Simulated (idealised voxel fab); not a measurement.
Presented below is a process module, voxel spacer lines.
The cross-section shown here is cut; it is 205 nm wide and divided into square cells measuring 5 nm on a side.
Cross-sections here: square-cell grids, written as top-down lists of bands, a band being one or more rows of cells.
Per band: top height and bottom height in nm, followed by the left-to-right materials and their widths in nm; "all across" marks a single material spanning edge to edge, "empty" marks empty space.
Counting heights begins at 0, where everything beneath is, in the wafer as received, one material. The lowest band has no bottom; it goes on downwards, as "0..down" shows.
The width entry "30..40" should be interpreted row by row: the top row of cells in the band takes the first number, the bottom row takes the second number, and the change between adjacent rows is uniform throughout.
"nothing changed" for a step: no cell of the cross-section changed in that step.
"Enclosed cavities" means: voids of 8 cells or more that are shut off from the top with no open way through. Written width x height at distance, distance from the left edge, in nm.
It should be noted that, on the line of a given step, the content following the step's settings is a remark produced by the simulator itself with respect to that step.
When a step includes a mask, the "overlay nm" setting on its line states how far to the right of its planned place that mask lay, and negative values state how far to the left.
Here's what the planned process steps look like:
1,op RECEIVE | material Si
2,op CONFORMAL_DEP | material Al2O3 | thk nm 5
3,op DIRECTIONAL_DEP | material polySi | thk nm 20
4,op DIRECTIONAL_DEP | material aC | thk nm 20
5,op PATTERN | tone cover | mask id MANDREL | material resist | width nm 25 | pitch nm 70 | thk nm 30 | overlay nm 0
6,op DIRECTIONAL_ETCH | etch materials aC | depth nm 20
7,op STRIP | etch materials resist
8,op CONFORMAL_DEP | material SiN | thk nm 10
9,op DIRECTIONAL_ETCH | etch materials SiN | depth nm 10
10,op STRIP | etch materials aC
11,op DIRECTIONAL_ETCH | etch materials polySi | depth nm 10
12,op STRIP | etch materials SiN
13,op FILL_DEP | material SiO2 | thk nm 10
14,op CMP | height nm 25
What sets these wafers apart? The depth nm at step 11. They all start alike, and the plan carries the first wafer's value.
Cross-section, first of several wafers, as delivered after step 1:
	0..down | Si all across
	Enclosed cavities: none
The figure below presents a cross-section of the first of several wafers at the conclusion of the module, following its last step, step 14:
	25..15 | SiO2 45, polySi 10, SiO2 25, polySi 10, SiO2 25, polySi 10, SiO2 25, polySi 10, SiO2 45
	15..5 | polySi all across
	5..0 | Al2O3 all across
	0..down | Si all across
	Enclosed cavities: none
At the end of the module, the last of several wafers in cross-section:
	25..5 | SiO2 45, polySi 10, SiO2 25, polySi 10, SiO2 25, polySi 10, SiO2 25, polySi 10, SiO2 45
	5..0 | Al2O3 all across
	0..down | Si all across
	Enclosed cavities: none
Row per wafer, end-of-module: cell gain (+)/loss (-) by material since the wafer came in, then closed voids:
depth nm 10, +41 Al2O3, +66 SiO2, +98 polySi, Enclosed cavities: none
depth nm 15, +41 Al2O3, +99 SiO2, +65 polySi, Enclosed cavities: none
depth nm 20, +41 Al2O3, +132 SiO2, +32 polySi, Enclosed cavities: none
depth nm 25, +41 Al2O3, +132 SiO2, +32 polySi, Enclosed cavities: none
depth nm 30, +41 Al2O3, +132 SiO2, +32 polySi, Enclosed cavities: none
depth nm 35, +41 Al2O3, +132 SiO2, +32 polySi, Enclosed cavities: none
